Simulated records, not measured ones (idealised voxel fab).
A process module follows: voxel gate over fins.
Xsec cut, 190 nm wide, square cell size 5 nm.
Cross-section spec: square-cell grid; bands listed top down; each band is one or more rows. Heights first: top, then bottom, in nm. Then materials, left to right, each with a width in nm. "everywhere" on a single material: fills the band edge to edge. "blank": empty space. Below 0: as-received wafer, all one material; heights counted from there. Lowest band: no bottom, goes on down, written "from 0 down". Note: "30..40" means the width goes from the first number (top row of the band) to the second number (bottom row) in equal steps per row of cells. Reading "nothing was modified" for a step: not a cell of the cross-section changed in it. The entry titled "Encapsulated voids" provides the empty spaces that have no open way to the top, restricted to those of 8 cells or more. Each is presented as width x height at distance, the distance being measured from the left edge, with all three in nm. Heads up: the bit after the settings on a step's line is the simulator's remark on that step. "overlay nm" answers the question of how far to the right of plan the mask lay on a step that has a mask, and when it is negative the answer is to the left.

THE STEPS PLANNED FOR THE PROCESS ARE AS FOLLOWS
1 RECEIVE | material Si
2 CONFORMAL_DEP | material SiN | thk nm 5
3 DIRECTIONAL_DEP | material aC | thk nm 15
4 PATTERN | tone cover | mask id FINS | material resist | width nm 15 | pitch nm 40 | thk nm 30 | overlay nm 0
5 DIRECTIONAL_ETCH | etch materials aC | depth nm 15
6 STRIP | etch materials resist
7 DIRECTIONAL_ETCH | etch materials SiN | depth nm 5
8 DIRECTIONAL_ETCH | etch materials Si | depth nm 35
9 STRIP | etch materials aC
10 FILL_DEP | material SiO2 | thk nm 15
11 CMP | height nm 5
12 SELECTIVE_ETCH | etch materials SiO2 | depth nm 15
13 STRIP | etch materials SiN
14 CONFORMAL_DEP | material HfO2 | thk nm 5
15 CONFORMAL_DEP | material TiN | thk nm 5
16 FILL_DEP | material W | thk nm 15
17 CMP | height nm 20
18 CONFORMAL_DEP | material SiN | thk nm 10

AS RECEIVED, AFTER STEP 1
> from 0 down: Si everywhere
> Encapsulated voids: none

THE FIRST OF THE TWO WAFERS AS SEEN IN CROSS-SECTION ONCE THE MODULE WAS FINISHED; PROCESSING FOLLOWED THE PLAN
> from 30 to 20: SiN everywhere
> from 20 to 10: W everywhere
> from 10 to 5: W 55 / TiN 35 / W 5 / TiN 35 / W 60
> from 5 to 0: W 55 / TiN 5 / HfO2 25 / TiN 5 / W 5 / TiN 5 / HfO2 25 / TiN 5 / W 60
> from 0 to -5: TiN 60 / HfO2 5 / Si 15 / HfO2 5 / TiN 15 / HfO2 5 / Si 15 / HfO2 5 / TiN 65
> from -5 to -10: HfO2 65 / Si 15 / HfO2 25 / Si 15 / HfO2 70
> from -10 to -35: SiO2 65 / Si 15 / SiO2 25 / Si 15 / SiO2 70
> from -35 down: Si everywhere
> Encapsulated voids: none

SECOND OF TWO WAFERS, MODULE COMPLETE, SECTIONED: IT SHARES THE FIRST WAFER'S START AND PLAN BUT WAS RUN WITH ONE MISTAKE
> from 30 to 20: SiN everywhere
> from 20 to 10: W everywhere
> from 10 to 5: W 55 / TiN 35 / W 5 / TiN 35 / W 60
> from 5 to 0: W 55 / TiN 5 / HfO2 25 / TiN 5 / W 5 / TiN 5 / HfO2 25 / TiN 5 / W 60
> from 0 to -15: W 55 / TiN 5 / HfO2 5 / Si 15 / HfO2 5 / TiN 5 / W 5 / TiN 5 / HfO2 5 / Si 15 / HfO2 5 / TiN 5 / W 60
> from -15 to -20: TiN 60 / HfO2 5 / Si 15 / HfO2 5 / TiN 15 / HfO2 5 / Si 15 / HfO2 5 / TiN 65
> from -20 to -25: HfO2 65 / Si 15 / HfO2 25 / Si 15 / HfO2 70
> from -25 to -35: SiO2 65 / Si 15 / SiO2 25 / Si 15 / SiO2 70
> from -35 down: Si everywhere
> Encapsulated voids: none
Where did the run depart from the plan? twice over, step 12 of the plan was run
Upon completion, the second wafer contains, in terms of cells, a greater or smaller amount of certain materials than the first wafer: HfO2: 12 more, SiO2: 96 fewer, TiN: 12 more, W: 72 more
